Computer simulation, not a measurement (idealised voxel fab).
The process module that follows is named voxel self aligned contacts.
The cross-section on display is named cut; it measures 260 nm wide, and its cells are 5 nm squares.
Cross-section format: a grid of square cells, given as bands from top to bottom; each band is one or more rows of cells.
Top, bottom (nm), then materials left to right with widths (nm); lone material tagged "full width" fills the whole band edge to edge; "empty" = empty space.
Counting heights begins at 0, where everything beneath is, in the wafer as received, one material. The lowest band has no bottom; it goes on downwards, as "z 0 and below" shows.
Width "30 to 40": first value at the band's top row of cells, second value at its bottom row, equal change from row to row.
You'll sometimes find "remained the same" written for a step, and that's the way of saying that nowhere in the cross-section did a cell change during that step.
The list in "Entrapped voids" covers empty spaces of 8 cells or more that cannot reach the top through any open way, and it gives each as width x height at distance; the distance is from the left edge, and width, height and distance are in nm.
Text after the settings on a step's line: the simulator's own remark on that step.
What "overlay nm" on a step's line means: if the step has a mask, that mask lay this far to the right of its planned place, or, when the value is negative, to the left.
Read the rest as pairs. Take the cross-section before one process step, then the cross-section after it, which shows only down to the lowest band that changed. Under the pair, find the step between them and its settings. Bear in mind that pairs may come from different runs of this module on the same starting wafer: link a pair to the pair above it only where its entry headed "Pre-step snapshot" says to.

**Pre-step snapshot**
z 0 and below  Si full width
Entrapped voids: none

**Resultant Cross-Section**
z 0 to -5  SiO2 full width
No changes below -5.
Entrapped voids: none
Which operation lies between the before and after views above? OXIDIZE (depth nm 5)

Pre-step snapshot: For the state before this step, see the after cross-section of the pair located directly above.

**Resultant Cross-Section**
z 30 to 0  polySi full width
No changes below 0.
Entrapped voids: none
Which operation lies between the before and after views above? DIRECTIONAL_DEP (material polySi; thk nm 30)

Pre-step snapshot: For the state before this step, see the after cross-section of the pair located directly above.

**Resultant Cross-Section**
z 45 to 30  SiN full width
No changes below 30.
Entrapped voids: none
Which operation lies between the before and after views above? DIRECTIONAL_DEP (material SiN; thk nm 15)

Pre-step snapshot: For the state before this step, see the after cross-section of the pair located directly above.

**Resultant Cross-Section**
z 45 to 30  40 nm empty  35 nm SiN  35 nm empty  35 nm SiN  35 nm empty  35 nm SiN  45 nm empty
No changes below 30.
Entrapped voids: none
Which operation lies between the before and after views above? MASKED_ETCH (tone cover; mask id GATE; width nm 35; pitch nm 70; etch materials SiN; depth nm 15; overlay nm 0)

Pre-step snapshot: For the state before this step, see the after cross-section of the pair located directly above.

**Resultant Cross-Section**
z 45 to 30  40 nm empty  35 nm SiN  35 nm empty  35 nm SiN  35 nm empty  35 nm SiN  45 nm empty
z 30 to 0  40 nm empty  35 nm polySi  35 nm empty  35 nm polySi  35 nm empty  35 nm polySi  45 nm empty
No changes below 0.
Entrapped voids: none
Which operation lies between the before and after views above? MASKED_ETCH (tone cover; mask id GATE; width nm 35; pitch nm 70; etch materials polySi; depth nm 30; overlay nm 0)

Pre-step snapshot: For the state before this step, see the after cross-section of the pair located directly above.

**Resultant Cross-Section**
z 50 to 30  35 nm empty  45 nm SiN  25 nm empty  45 nm SiN  25 nm empty  45 nm SiN  40 nm empty
z 30 to 5  35 nm empty  5 nm SiN  35 nm polySi  5 nm SiN  25 nm empty  5 nm SiN  35 nm polySi  5 nm SiN  25 nm empty  5 nm SiN  35 nm polySi  5 nm SiN  40 nm empty
z 5 to 0  40 nm SiN  35 nm polySi  35 nm SiN  35 nm polySi  35 nm SiN  35 nm polySi  45 nm SiN
No changes below 0.
Entrapped voids: none
Which operation lies between the before and after views above? CONFORMAL_DEP (material SiN; thk nm 5)

Pre-step snapshot: For the state before this step, see the after cross-section of the pair located directly above.

**Resultant Cross-Section**
z 45 to 30  35 nm empty  45 nm SiN  25 nm empty  45 nm SiN  25 nm empty  45 nm SiN  40 nm empty
z 30 to 0  35 nm empty  5 nm SiN  35 nm polySi  5 nm SiN  25 nm empty  5 nm SiN  35 nm polySi  5 nm SiN  25 nm empty  5 nm SiN  35 nm polySi  5 nm SiN  40 nm empty
No changes below 0.
Entrapped voids: none
Which operation lies between the before and after views above? DIRECTIONAL_ETCH (etch materials SiN; depth nm 5)

Pre-step snapshot: For the state before this step, see the after cross-section of the pair located directly above.

**Resultant Cross-Section**
z 60 to 45  SiO2 full width
z 45 to 30  35 nm SiO2  45 nm SiN  25 nm SiO2  45 nm SiN  25 nm SiO2  45 nm SiN  40 nm SiO2
z 30 to 0  35 nm SiO2  5 nm SiN  35 nm polySi  5 nm SiN  25 nm SiO2  5 nm SiN  35 nm polySi  5 nm SiN  25 nm SiO2  5 nm SiN  35 nm polySi  5 nm SiN  40 nm SiO2
No changes below 0.
Entrapped voids: none
Which operation lies between the before and after views above? FILL_DEP (material SiO2; thk nm 15)

Pre-step snapshot: For the state before this step, see the after cross-section of the pair located directly above.

**Resultant Cross-Section**
z 50 to 45  SiO2 full width
No changes below 45.
Entrapped voids: none
Which operation lies between the before and after views above? CMP (height nm 50)

Pre-step snapshot: For the state before this step, see the after cross-section of the pair located directly above.

**Resultant Cross-Section**
z 65 to 50  70 nm resist  45 nm empty  25 nm resist  45 nm empty  75 nm resist
No changes below 50.
Entrapped voids: none
Which operation lies between the before and after views above? PATTERN (tone open; mask id CONTACT; material resist; width nm 45; pitch nm 70; thk nm 15; overlay nm 0)

Pre-step snapshot: For the state before this step, see the after cross-section of the pair located directly above.

**Resultant Cross-Section**
z 65 to 50  70 nm resist  45 nm empty  25 nm resist  45 nm empty  75 nm resist
z 50 to 45  70 nm SiO2  45 nm empty  25 nm SiO2  45 nm empty  75 nm SiO2
z 45 to 30  35 nm SiO2  45 nm SiN  25 nm empty  45 nm SiN  25 nm empty  45 nm SiN  40 nm SiO2
z 30 to 0  35 nm SiO2  5 nm SiN  35 nm polySi  5 nm SiN  25 nm empty  5 nm SiN  35 nm polySi  5 nm SiN  25 nm empty  5 nm SiN  35 nm polySi  5 nm SiN  40 nm SiO2
z 0 to -5  80 nm SiO2  25 nm empty  45 nm SiO2  25 nm empty  85 nm SiO2
No changes below -5.
Entrapped voids: none
Which operation lies between the before and after views above? DIRECTIONAL_ETCH (etch materials SiO2; depth nm 55)

Pre-step snapshot: For the state before this step, see the after cross-section of the pair located directly above.

**Resultant Cross-Section**
z 50 to 45  70 nm SiO2  45 nm empty  25 nm SiO2  45 nm empty  75 nm SiO2
No changes below 45.
Entrapped voids: none
Which operation lies between the before and after views above? STRIP (etch materials resist)

Pre-step snapshot: For the state before this step, see the after cross-section of the pair located directly above.

**Resultant Cross-Section**
z 55 to 50  75 nm TiN  35 nm empty  35 nm TiN  35 nm empty  80 nm TiN
z 50 to 45  70 nm SiO2  15 nm TiN  15 nm empty  15 nm TiN  25 nm SiO2  15 nm TiN  15 nm empty  15 nm TiN  75 nm SiO2
z 45 to 30  35 nm SiO2  45 nm SiN  5 nm TiN  15 nm empty  5 nm TiN  45 nm SiN  5 nm TiN  15 nm empty  5 nm TiN  45 nm SiN  40 nm SiO2
z 30 to 0  35 nm SiO2  5 nm SiN  35 nm polySi  5 nm SiN  5 nm TiN  15 nm empty  5 nm TiN  5 nm SiN  35 nm polySi  5 nm SiN  5 nm TiN  15 nm empty  5 nm TiN  5 nm SiN  35 nm polySi  5 nm SiN  40 nm SiO2
z 0 to -5  80 nm SiO2  25 nm TiN  45 nm SiO2  25 nm TiN  85 nm SiO2
No changes below -5.
Entrapped voids: none
Which operation lies between the before and after views above? CONFORMAL_DEP (material TiN; thk nm 5)

Pre-step snapshot: For the state before this step, see the after cross-section of the pair located directly above.

**Resultant Cross-Section**
z 65 to 55  Ru full width
z 55 to 50  75 nm TiN  35 nm Ru  35 nm TiN  35 nm Ru  80 nm TiN
z 50 to 45  70 nm SiO2  15 nm TiN  15 nm Ru  15 nm TiN  25 nm SiO2  15 nm TiN  15 nm Ru  15 nm TiN  75 nm SiO2
z 45 to 30  35 nm SiO2  45 nm SiN  5 nm TiN  15 nm Ru  5 nm TiN  45 nm SiN  5 nm TiN  15 nm Ru  5 nm TiN  45 nm SiN  40 nm SiO2
z 30 to 0  35 nm SiO2  5 nm SiN  35 nm polySi  5 nm SiN  5 nm TiN  15 nm Ru  5 nm TiN  5 nm SiN  35 nm polySi  5 nm SiN  5 nm TiN  15 nm Ru  5 nm TiN  5 nm SiN  35 nm polySi  5 nm SiN  40 nm SiO2
No changes below 0.
Entrapped voids: none
Which operation lies between the before and after views above? FILL_DEP (material Ru; thk nm 10)

Pre-step snapshot: For the state before this step, see the after cross-section of the pair located directly above.

**Resultant Cross-Section**
z 50 to 45  70 nm SiO2  15 nm TiN  15 nm Ru  15 nm TiN  25 nm SiO2  15 nm TiN  15 nm Ru  15 nm TiN  75 nm SiO2
No changes below 45.
Entrapped voids: none
Which operation lies between the before and after views above? CMP (height nm 50)

Pre-step snapshot: For the state before this step, see the after cross-section of the pair located directly above.

**Resultant Cross-Section**
z 55 to 50  SiCN full width
No changes below 50.
Entrapped voids: none
Which operation lies between the before and after views above? CONFORMAL_DEP (material SiCN; thk nm 5)

**Pre-step snapshot**
z 45 to 30  40 nm empty  35 nm SiN  35 nm empty  35 nm SiN  35 nm empty  35 nm SiN  45 nm empty
z 30 to 0  40 nm empty  35 nm polySi  35 nm empty  35 nm polySi  35 nm empty  35 nm polySi  45 nm empty
z 0 to -5  SiO2 full width
z -5 and below  Si full width
Entrapped voids: none

**Resultant Cross-Section**
z 40 to 30  40 nm empty  35 nm SiN  35 nm empty  35 nm SiN  35 nm empty  35 nm SiN  45 nm empty
No changes below 30.
Entrapped voids: none
Which operation lies between the before and after views above? DIRECTIONAL_ETCH (etch materials SiN; depth nm 5)

Pre-step snapshot: For the state before this step, see the after cross-section of the pair located directly above.

**Resultant Cross-Section**
z 55 to 40  SiO2 full width
z 40 to 30  40 nm SiO2  35 nm SiN  35 nm SiO2  35 nm SiN  35 nm SiO2  35 nm SiN  45 nm SiO2
z 30 to 0  40 nm SiO2  35 nm polySi  35 nm SiO2  35 nm polySi  35 nm SiO2  35 nm polySi  45 nm SiO2
No changes below 0.
Entrapped voids: none
Which operation lies between the before and after views above? FILL_DEP (material SiO2; thk nm 15)

Pre-step snapshot: For the state before this step, see the after cross-section of the pair located directly above.

**Resultant Cross-Section**
z 50 to 40  SiO2 full width
No changes below 40.
Entrapped voids: none
Which operation lies between the before and after views above? CMP (height nm 50)

Pre-step snapshot: For the state before this step, see the after cross-section of the pair located directly above.

**Resultant Cross-Section**
z 65 to 50  70 nm resist  45 nm empty  25 nm resist  45 nm empty  75 nm resist
No changes below 50.
Entrapped voids: none
Which operation lies between the before and after views above? PATTERN (tone open; mask id CONTACT; material resist; width nm 45; pitch nm 70; thk nm 15; overlay nm 0)

Pre-step snapshot: For the state before this step, see the after cross-section of the pair located directly above.

**Resultant Cross-Section**
z 65 to 50  70 nm resist  45 nm empty  25 nm resist  45 nm empty  75 nm resist
z 50 to 40  70 nm SiO2  45 nm empty  25 nm SiO2  45 nm empty  75 nm SiO2
z 40 to 30  40 nm SiO2  35 nm SiN  35 nm empty  35 nm SiN  35 nm empty  35 nm SiN  45 nm SiO2
z 30 to 0  40 nm SiO2  35 nm polySi  35 nm empty  35 nm polySi  35 nm empty  35 nm polySi  45 nm SiO2
z 0 to -5  75 nm SiO2  35 nm empty  35 nm SiO2  35 nm empty  80 nm SiO2
No changes below -5.
Entrapped voids: none
Which operation lies between the before and after views above? DIRECTIONAL_ETCH (etch materials SiO2; depth nm 55)

Pre-step snapshot: For the state before this step, see the after cross-section of the pair located directly above.

**Resultant Cross-Section**
z 50 to 40  70 nm SiO2  45 nm empty  25 nm SiO2  45 nm empty  75 nm SiO2
No changes below 40.
Entrapped voids: none
Which operation lies between the before and after views above? STRIP (etch materials resist)

Pre-step snapshot: For the state before this step, see the after cross-section of the pair located directly above.

**Resultant Cross-Section**
z 55 to 50  75 nm TiN  35 nm empty  35 nm TiN  35 nm empty  80 nm TiN
z 50 to 40  70 nm SiO2  5 to 10 nm TiN  35 to 25 nm empty  5 to 10 nm TiN  25 nm SiO2  5 to 10 nm TiN  35 to 25 nm empty  5 to 10 nm TiN  75 nm SiO2
z 40 to 30  40 nm SiO2  35 nm SiN  5 nm TiN  25 nm empty  5 nm TiN  35 nm SiN  5 nm TiN  25 nm empty  5 nm TiN  35 nm SiN  45 nm SiO2
z 30 to 0  40 nm SiO2  35 nm polySi  5 nm TiN  25 nm empty  5 nm TiN  35 nm polySi  5 nm TiN  25 nm empty  5 nm TiN  35 nm polySi  45 nm SiO2
z 0 to -5  75 nm SiO2  35 nm TiN  35 nm SiO2  35 nm TiN  80 nm SiO2
No changes below -5.
Entrapped voids: none
Which operation lies between the before and after views above? CONFORMAL_DEP (material TiN; thk nm 5)

Pre-step snapshot: For the state before this step, see the after cross-section of the pair located directly above.

**Resultant Cross-Section**
z 65 to 55  Ru full width
z 55 to 50  75 nm TiN  35 nm Ru  35 nm TiN  35 nm Ru  80 nm TiN
z 50 to 40  70 nm SiO2  5 to 10 nm TiN  35 to 25 nm Ru  5 to 10 nm TiN  25 nm SiO2  5 to 10 nm TiN  35 to 25 nm Ru  5 to 10 nm TiN  75 nm SiO2
z 40 to 30  40 nm SiO2  35 nm SiN  5 nm TiN  25 nm Ru  5 nm TiN  35 nm SiN  5 nm TiN  25 nm Ru  5 nm TiN  35 nm SiN  45 nm SiO2
z 30 to 0  40 nm SiO2  35 nm polySi  5 nm TiN  25 nm Ru  5 nm TiN  35 nm polySi  5 nm TiN  25 nm Ru  5 nm TiN  35 nm polySi  45 nm SiO2
No changes below 0.
Entrapped voids: none
Which operation lies between the before and after views above? FILL_DEP (material Ru; thk nm 10)

Pre-step snapshot: For the state before this step, see the after cross-section of the pair located directly above.

**Resultant Cross-Section**
z 50 to 40  70 nm SiO2  5 to 10 nm TiN  35 to 25 nm Ru  5 to 10 nm TiN  25 nm SiO2  5 to 10 nm TiN  35 to 25 nm Ru  5 to 10 nm TiN  75 nm SiO2
No changes below 40.
Entrapped voids: none
Which operation lies between the before and after views above? CMP (height nm 50)

Pre-step snapshot: For the state before this step, see the after cross-section of the pair located directly above.

**Resultant Cross-Section**
z 55 to 50  SiCN full width
No changes below 50.
Entrapped voids: none
Which operation lies between the before and after views above? CONFORMAL_DEP (material SiCN; thk nm 5)

**Pre-step snapshot**
z 30 to 0  polySi full width
z 0 to -5  SiO2 full width
z -5 and below  Si full width
Entrapped voids: none

**Resultant Cross-Section**
z 60 to 0  polySi full width
No changes below 0.
Entrapped voids: none
Which operation lies between the before and after views above? DIRECTIONAL_DEP (material polySi; thk nm 30)

Pre-step snapshot: For the state before this step, see the after cross-section of the pair located directly above.

**Resultant Cross-Section**
z 75 to 60  SiN full width
No changes below 60.
Entrapped voids: none
Which operation lies between the before and after views above? DIRECTIONAL_DEP (material SiN; thk nm 15)

Pre-step snapshot: For the state before this step, see the after cross-section of the pair located directly above.

**Resultant Cross-Section**
z 75 to 60  40 nm empty  35 nm SiN  35 nm empty  35 nm SiN  35 nm empty  35 nm SiN  45 nm empty
No changes below 60.
Entrapped voids: none
Which operation lies between the before and after views above? MASKED_ETCH (tone cover; mask id GATE; width nm 35; pitch nm 70; etch materials SiN; depth nm 15; overlay nm 0)

Pre-step snapshot: For the state before this step, see the after cross-section of the pair located directly above.

**Resultant Cross-Section**
z 75 to 60  40 nm empty  35 nm SiN  35 nm empty  35 nm SiN  35 nm empty  35 nm SiN  45 nm empty
z 60 to 30  40 nm empty  35 nm polySi  35 nm empty  35 nm polySi  35 nm empty  35 nm polySi  45 nm empty
No changes below 30.
Entrapped voids: none
Which operation lies between the before and after views above? MASKED_ETCH (tone cover; mask id GATE; width nm 35; pitch nm 70; etch materials polySi; depth nm 30; overlay nm 0)

Pre-step snapshot: For the state before this step, see the after cross-section of the pair located directly above.

**Resultant Cross-Section**
z 80 to 60  35 nm empty  45 nm SiN  25 nm empty  45 nm SiN  25 nm empty  45 nm SiN  40 nm empty
z 60 to 35  35 nm empty  5 nm SiN  35 nm polySi  5 nm SiN  25 nm empty  5 nm SiN  35 nm polySi  5 nm SiN  25 nm empty  5 nm SiN  35 nm polySi  5 nm SiN  40 nm empty
z 35 to 30  40 nm SiN  35 nm polySi  35 nm SiN  35 nm polySi  35 nm SiN  35 nm polySi  45 nm SiN
No changes below 30.
Entrapped voids: none
Which operation lies between the before and after views above? CONFORMAL_DEP (material SiN; thk nm 5)

Pre-step snapshot: For the state before this step, see the after cross-section of the pair located directly above.

**Resultant Cross-Section**
z 75 to 60  35 nm empty  45 nm SiN  25 nm empty  45 nm SiN  25 nm empty  45 nm SiN  40 nm empty
z 60 to 30  35 nm empty  5 nm SiN  35 nm polySi  5 nm SiN  25 nm empty  5 nm SiN  35 nm polySi  5 nm SiN  25 nm empty  5 nm SiN  35 nm polySi  5 nm SiN  40 nm empty
No changes below 30.
Entrapped voids: none
Which operation lies between the before and after views above? DIRECTIONAL_ETCH (etch materials SiN; depth nm 5)

Pre-step snapshot: For the state before this step, see the after cross-section of the pair located directly above.

**Resultant Cross-Section**
z 90 to 75  SiO2 full width
z 75 to 60  35 nm SiO2  45 nm SiN  25 nm SiO2  45 nm SiN  25 nm SiO2  45 nm SiN  40 nm SiO2
z 60 to 30  35 nm SiO2  5 nm SiN  35 nm polySi  5 nm SiN  25 nm SiO2  5 nm SiN  35 nm polySi  5 nm SiN  25 nm SiO2  5 nm SiN  35 nm polySi  5 nm SiN  40 nm SiO2
No changes below 30.
Entrapped voids: none
Which operation lies between the before and after views above? FILL_DEP (material SiO2; thk nm 15)

Pre-step snapshot: For the state before this step, see the after cross-section of the pair located directly above.

**Resultant Cross-Section**
z 50 to 30  35 nm SiO2  5 nm SiN  35 nm polySi  5 nm SiN  25 nm SiO2  5 nm SiN  35 nm polySi  5 nm SiN  25 nm SiO2  5 nm SiN  35 nm polySi  5 nm SiN  40 nm SiO2
No changes below 30.
Entrapped voids: none
Which operation lies between the before and after views above? CMP (height nm 50)

Pre-step snapshot: For the state before this step, see the after cross-section of the pair located directly above.

**Resultant Cross-Section**
z 65 to 50  70 nm resist  45 nm empty  25 nm resist  45 nm empty  75 nm resist
No changes below 50.
Entrapped voids: none
Which operation lies between the before and after views above? PATTERN (tone open; mask id CONTACT; material resist; width nm 45; pitch nm 70; thk nm 15; overlay nm 0)

Pre-step snapshot: For the state before this step, see the after cross-section of the pair located directly above.

**Resultant Cross-Section**
z 65 to 50  70 nm resist  45 nm empty  25 nm resist  45 nm empty  75 nm resist
z 50 to 30  35 nm SiO2  5 nm SiN  35 nm polySi  5 nm SiN  25 nm empty  5 nm SiN  35 nm polySi  5 nm SiN  25 nm empty  5 nm SiN  35 nm polySi  5 nm SiN  40 nm SiO2
No changes below 30.
Entrapped voids: none
Which operation lies between the before and after views above? DIRECTIONAL_ETCH (etch materials SiO2; depth nm 55)

Pre-step snapshot: For the state before this step, see the after cross-section of the pair located directly above.

**Resultant Cross-Section**
z 50 to 30  35 nm SiO2  5 nm SiN  35 nm polySi  5 nm SiN  25 nm empty  5 nm SiN  35 nm polySi  5 nm SiN  25 nm empty  5 nm SiN  35 nm polySi  5 nm SiN  40 nm SiO2
No changes below 30.
Entrapped voids: none
Which operation lies between the before and after views above? STRIP (etch materials resist)

Pre-step snapshot: For the state before this step, see the after cross-section of the pair located directly above.

**Resultant Cross-Section**
z 55 to 50  85 nm TiN  15 nm empty  55 nm TiN  15 nm empty  90 nm TiN
z 50 to 35  35 nm SiO2  5 nm SiN  35 nm polySi  5 nm SiN  5 nm TiN  15 nm empty  5 nm TiN  5 nm SiN  35 nm polySi  5 nm SiN  5 nm TiN  15 nm empty  5 nm TiN  5 nm SiN  35 nm polySi  5 nm SiN  40 nm SiO2
z 35 to 30  35 nm SiO2  5 nm SiN  35 nm polySi  5 nm SiN  25 nm TiN  5 nm SiN  35 nm polySi  5 nm SiN  25 nm TiN  5 nm SiN  35 nm polySi  5 nm SiN  40 nm SiO2
No changes below 30.
Entrapped voids: none
Which operation lies between the before and after views above? CONFORMAL_DEP (material TiN; thk nm 5)

Pre-step snapshot: For the state before this step, see the after cross-section of the pair located directly above.

**Resultant Cross-Section**
z 65 to 55  Ru full width
z 55 to 50  85 nm TiN  15 nm Ru  55 nm TiN  15 nm Ru  90 nm TiN
z 50 to 35  35 nm SiO2  5 nm SiN  35 nm polySi  5 nm SiN  5 nm TiN  15 nm Ru  5 nm TiN  5 nm SiN  35 nm polySi  5 nm SiN  5 nm TiN  15 nm Ru  5 nm TiN  5 nm SiN  35 nm polySi  5 nm SiN  40 nm SiO2
No changes below 35.
Entrapped voids: none
Which operation lies between the before and after views above? FILL_DEP (material Ru; thk nm 10)

Pre-step snapshot: For the state before this step, see the after cross-section of the pair located directly above.

**Resultant Cross-Section**
z 50 to 35  35 nm SiO2  5 nm SiN  35 nm polySi  5 nm SiN  5 nm TiN  15 nm Ru  5 nm TiN  5 nm SiN  35 nm polySi  5 nm SiN  5 nm TiN  15 nm Ru  5 nm TiN  5 nm SiN  35 nm polySi  5 nm SiN  40 nm SiO2
No changes below 35.
Entrapped voids: none
Which operation lies between the before and after views above? CMP (height nm 50)

Pre-step snapshot: For the state before this step, see the after cross-section of the pair located directly above.

**Resultant Cross-Section**
z 55 to 50  SiCN full width
No changes below 50.
Entrapped voids: none
Which operation lies between the before and after views above? CONFORMAL_DEP (material SiCN; thk nm 5)

**Pre-step snapshot**
z 0 and below  Si full width
Entrapped voids: none

**Resultant Cross-Section**
z 30 to 0  polySi full width
No changes below 0.
Entrapped voids: none
Which operation lies between the before and after views above? DIRECTIONAL_DEP (material polySi; thk nm 30)

Pre-step snapshot: For the state before this step, see the after cross-section of the pair located directly above.

**Resultant Cross-Section**
z 30 to 25  SiO2 full width
No changes below 25.
Entrapped voids: none
Which operation lies between the before and after views above? OXIDIZE (depth nm 5)

Pre-step snapshot: For the state before this step, see the after cross-section of the pair located directly above.

**Resultant Cross-Section**
z 45 to 30  SiN full width
No changes below 30.
Entrapped voids: none
Which operation lies between the before and after views above? DIRECTIONAL_DEP (material SiN; thk nm 15)

Pre-step snapshot: For the state before this step, see the after cross-section of the pair located directly above.

**Resultant Cross-Section**
z 45 to 30  40 nm empty  35 nm SiN  35 nm empty  35 nm SiN  35 nm empty  35 nm SiN  45 nm empty
No changes below 30.
Entrapped voids: none
Which operation lies between the before and after views above? MASKED_ETCH (tone cover; mask id GATE; width nm 35; pitch nm 70; etch materials SiN; depth nm 15; overlay nm 0)

Pre-step snapshot: For the state before this step, see the after cross-section of the pair located directly above.

**Resultant Cross-Section**
z 50 to 35  35 nm empty  45 nm SiN  25 nm empty  45 nm SiN  25 nm empty  45 nm SiN  40 nm empty
z 35 to 30  SiN full width
No changes below 30.
Entrapped voids: none
Which operation lies between the before and after views above? CONFORMAL_DEP (material SiN; thk nm 5)

Pre-step snapshot: For the state before this step, see the after cross-section of the pair located directly above.

**Resultant Cross-Section**
z 45 to 30  35 nm empty  45 nm SiN  25 nm empty  45 nm SiN  25 nm empty  45 nm SiN  40 nm empty
No changes below 30.
Entrapped voids: none
Which operation lies between the before and after views above? DIRECTIONAL_ETCH (etch materials SiN; depth nm 5)

Pre-step snapshot: For the state before this step, see the after cross-section of the pair located directly above.

**Resultant Cross-Section**
z 60 to 45  SiO2 full width
z 45 to 30  35 nm SiO2  45 nm SiN  25 nm SiO2  45 nm SiN  25 nm SiO2  45 nm SiN  40 nm SiO2
No changes below 30.
Entrapped voids: none
Which operation lies between the before and after views above? FILL_DEP (material SiO2; thk nm 15)

Pre-step snapshot: For the state before this step, see the after cross-section of the pair located directly above.

**Resultant Cross-Section**
z 50 to 45  SiO2 full width
No changes below 45.
Entrapped voids: none
Which operation lies between the before and after views above? CMP (height nm 50)

Pre-step snapshot: For the state before this step, see the after cross-section of the pair located directly above.

**Resultant Cross-Section**
z 65 to 50  70 nm resist  45 nm empty  25 nm resist  45 nm empty  75 nm resist
No changes below 50.
Entrapped voids: none
Which operation lies between the before and after views above? PATTERN (tone open; mask id CONTACT; material resist; width nm 45; pitch nm 70; thk nm 15; overlay nm 0)

Pre-step snapshot: For the state before this step, see the after cross-section of the pair located directly above.

**Resultant Cross-Section**
z 65 to 50  70 nm resist  45 nm empty  25 nm resist  45 nm empty  75 nm resist
z 50 to 45  70 nm SiO2  45 nm empty  25 nm SiO2  45 nm empty  75 nm SiO2
z 45 to 30  35 nm SiO2  45 nm SiN  25 nm empty  45 nm SiN  25 nm empty  45 nm SiN  40 nm SiO2
z 30 to 25  80 nm SiO2  25 nm empty  45 nm SiO2  25 nm empty  85 nm SiO2
No changes below 25.
Entrapped voids: none
Which operation lies between the before and after views above? DIRECTIONAL_ETCH (etch materials SiO2; depth nm 55)

Pre-step snapshot: For the state before this step, see the after cross-section of the pair located directly above.

**Resultant Cross-Section**
z 50 to 45  70 nm SiO2  45 nm empty  25 nm SiO2  45 nm empty  75 nm SiO2
No changes below 45.
Entrapped voids: none
Which operation lies between the before and after views above? STRIP (etch materials resist)

Pre-step snapshot: For the state before this step, see the after cross-section of the pair located directly above.

**Resultant Cross-Section**
z 55 to 50  75 nm TiN  35 nm empty  35 nm TiN  35 nm empty  80 nm TiN
z 50 to 45  70 nm SiO2  15 nm TiN  15 nm empty  15 nm TiN  25 nm SiO2  15 nm TiN  15 nm empty  15 nm TiN  75 nm SiO2
z 45 to 30  35 nm SiO2  45 nm SiN  5 nm TiN  15 nm empty  5 nm TiN  45 nm SiN  5 nm TiN  15 nm empty  5 nm TiN  45 nm SiN  40 nm SiO2
z 30 to 25  80 nm SiO2  25 nm TiN  45 nm SiO2  25 nm TiN  85 nm SiO2
No changes below 25.
Entrapped voids: none
Which operation lies between the before and after views above? CONFORMAL_DEP (material TiN; thk nm 5)

Pre-step snapshot: For the state before this step, see the after cross-section of the pair located directly above.

**Resultant Cross-Section**
z 65 to 55  Ru full width
z 55 to 50  75 nm TiN  35 nm Ru  35 nm TiN  35 nm Ru  80 nm TiN
z 50 to 45  70 nm SiO2  15 nm TiN  15 nm Ru  15 nm TiN  25 nm SiO2  15 nm TiN  15 nm Ru  15 nm TiN  75 nm SiO2
z 45 to 30  35 nm SiO2  45 nm SiN  5 nm TiN  15 nm Ru  5 nm TiN  45 nm SiN  5 nm TiN  15 nm Ru  5 nm TiN  45 nm SiN  40 nm SiO2
No changes below 30.
Entrapped voids: none
Which operation lies between the before and after views above? FILL_DEP (material Ru; thk nm 10)

Pre-step snapshot: For the state before this step, see the after cross-section of the pair located directly above.

**Resultant Cross-Section**
z 50 to 45  70 nm SiO2  15 nm TiN  15 nm Ru  15 nm TiN  25 nm SiO2  15 nm TiN  15 nm Ru  15 nm TiN  75 nm SiO2
No changes below 45.
Entrapped voids: none
Which operation lies between the before and after views above? CMP (height nm 50)

Pre-step snapshot: For the state before this step, see the after cross-section of the pair located directly above.

**Resultant Cross-Section**
z 55 to 50  SiCN full width
No changes below 50.
Entrapped voids: none
Which operation lies between the before and after views above? CONFORMAL_DEP (material SiCN; thk nm 5)

**Pre-step snapshot**
z 45 to 30  SiN full width
z 30 to 0  polySi full width
z 0 to -5  SiO2 full width
z -5 and below  Si full width
Entrapped voids: none

**Resultant Cross-Section**
z 45 to 35  40 nm empty  35 nm SiN  35 nm empty  35 nm SiN  35 nm empty  35 nm SiN  45 nm empty
No changes below 35.
Entrapped voids: none
Which operation lies between the before and after views above? MASKED_ETCH (tone cover; mask id GATE; width nm 35; pitch nm 70; etch materials SiN; depth nm 10; overlay nm 0)

Pre-step snapshot: For the state before this step, see the after cross-section of the pair located directly above.

**Resultant Cross-Section**
z 50 to 40  35 nm empty  45 nm SiN  25 nm empty  45 nm SiN  25 nm empty  45 nm SiN  40 nm empty
z 40 to 30  SiN full width
No changes below 30.
Entrapped voids: none
Which operation lies between the before and after views above? CONFORMAL_DEP (material SiN; thk nm 5)

Pre-step snapshot: For the state before this step, see the after cross-section of the pair located directly above.

**Resultant Cross-Section**
z 45 to 35  35 nm empty  45 nm SiN  25 nm empty  45 nm SiN  25 nm empty  45 nm SiN  40 nm empty
No changes below 35.
Entrapped voids: none
Which operation lies between the before and after views above? DIRECTIONAL_ETCH (etch materials SiN; depth nm 5)

Pre-step snapshot: For the state before this step, see the after cross-section of the pair located directly above.

**Resultant Cross-Section**
z 60 to 45  SiO2 full width
z 45 to 35  35 nm SiO2  45 nm SiN  25 nm SiO2  45 nm SiN  25 nm SiO2  45 nm SiN  40 nm SiO2
No changes below 35.
Entrapped voids: none
Which operation lies between the before and after views above? FILL_DEP (material SiO2; thk nm 15)

Pre-step snapshot: For the state before this step, see the after cross-section of the pair located directly above.

**Resultant Cross-Section**
z 50 to 45  SiO2 full width
No changes below 45.
Entrapped voids: none
Which operation lies between the before and after views above? CMP (height nm 50)

Pre-step snapshot: For the state before this step, see the after cross-section of the pair located directly above.

**Resultant Cross-Section**
z 65 to 50  70 nm resist  45 nm empty  25 nm resist  45 nm empty  75 nm resist
No changes below 50.
Entrapped voids: none
Which operation lies between the before and after views above? PATTERN (tone open; mask id CONTACT; material resist; width nm 45; pitch nm 70; thk nm 15; overlay nm 0)

Pre-step snapshot: For the state before this step, see the after cross-section of the pair located directly above.

**Resultant Cross-Section**
z 65 to 50  70 nm resist  45 nm empty  25 nm resist  45 nm empty  75 nm resist
z 50 to 45  70 nm SiO2  45 nm empty  25 nm SiO2  45 nm empty  75 nm SiO2
z 45 to 35  35 nm SiO2  45 nm SiN  25 nm empty  45 nm SiN  25 nm empty  45 nm SiN  40 nm SiO2
No changes below 35.
Entrapped voids: none
Which operation lies between the before and after views above? DIRECTIONAL_ETCH (etch materials SiO2; depth nm 55)

Pre-step snapshot: For the state before this step, see the after cross-section of the pair located directly above.

**Resultant Cross-Section**
z 50 to 45  70 nm SiO2  45 nm empty  25 nm SiO2  45 nm empty  75 nm SiO2
No changes below 45.
Entrapped voids: none
Which operation lies between the before and after views above? STRIP (etch materials resist)
